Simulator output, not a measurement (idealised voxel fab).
process module | voxel fin reveal
FYI the section here is cut, 290 nm wide, cells are 5 nm squares.
The cross-sections in this document take the form of a grid made of square cells. They are written out as bands, in order from top to bottom. Each band consists of one or more rows of cells. Heights first: top, then bottom, in nm. Then materials, left to right, each with a width in nm. "all across" on a single material: fills the band edge to edge. "empty": empty space. Basically, 0 is our baseline, since under it the wafer straight out of the box is all one material. The bottom band has no lower end and keeps on going down, so it looks like "z 0 and below". Top row gets the first number, bottom row gets the second, and each row in between changes by the same step: that is how a band width like "30 to 40" works. "remains unaltered" for a step: no cell of the cross-section changed in that step. The list in "Closed voids list" covers empty spaces of 8 cells or more that cannot reach the top through any open way, and it gives each as width x height at distance; the distance is from the left edge, and width, height and distance are in nm. What comes after the settings on a step's line is commentary from the simulator itself on that step. The setting "overlay nm" may be written on the line of a step. When the step uses a mask, the value reports how far to the right of the planned place the mask lay, and a negative value reports that it lay to the left.
Listed below are the process steps as planned:
1,op RECEIVE | material Si
2,op CONFORMAL_DEP | material SiN | thk nm 5
3,op DIRECTIONAL_DEP | material aC | thk nm 10
4,op PATTERN | tone cover | mask id FINS | material resist | width nm 15 | pitch nm 35 | thk nm 30 | overlay nm 0
5,op DIRECTIONAL_ETCH | etch materials aC | depth nm 10
6,op STRIP | etch materials resist
7,op DIRECTIONAL_ETCH | etch materials SiN | depth nm 5
8,op DIRECTIONAL_ETCH | etch materials Si | depth nm 30
9,op STRIP | etch materials aC
10,op OXIDIZE | depth nm 5
11,op FILL_DEP | material SiO2 | thk nm 15
12,op CMP | height nm 5
13,op SELECTIVE_ETCH | etch materials SiO2 | depth nm 20
14,op STRIP | etch materials SiN
15,op CONFORMAL_DEP | material HfO2 | thk nm 5
Delivered wafer in cross-section: state after step 1:
> z 0 and below | Si all across
> Closed voids list: none
The cross-section shown corresponds to the wafer at the conclusion of the module. The initial structure and the process plan are those presented above; however, one mistake occurred in executing the plan:
> z 5 to 0 | 115 empty; 15 HfO2; 20 empty; 15 HfO2; 125 empty
> z 0 to -10 | 115 empty; 5 HfO2; 5 Si; 5 HfO2; 20 empty; 5 HfO2; 5 Si; 5 HfO2; 125 empty
> z -10 to -15 | 120 HfO2; 5 Si; 30 HfO2; 5 Si; 130 HfO2
> z -15 to -35 | 120 SiO2; 5 Si; 30 SiO2; 5 Si; 130 SiO2
> z -35 and below | Si all across
> Closed voids list: none
What was the processing mistake? in deviation from the planned setting, step 4 was conducted as op PATTERN | tone cover | mask id FINS | material resist | width nm 15 | pitch nm 35 | thk nm 30 | overlay nm -5
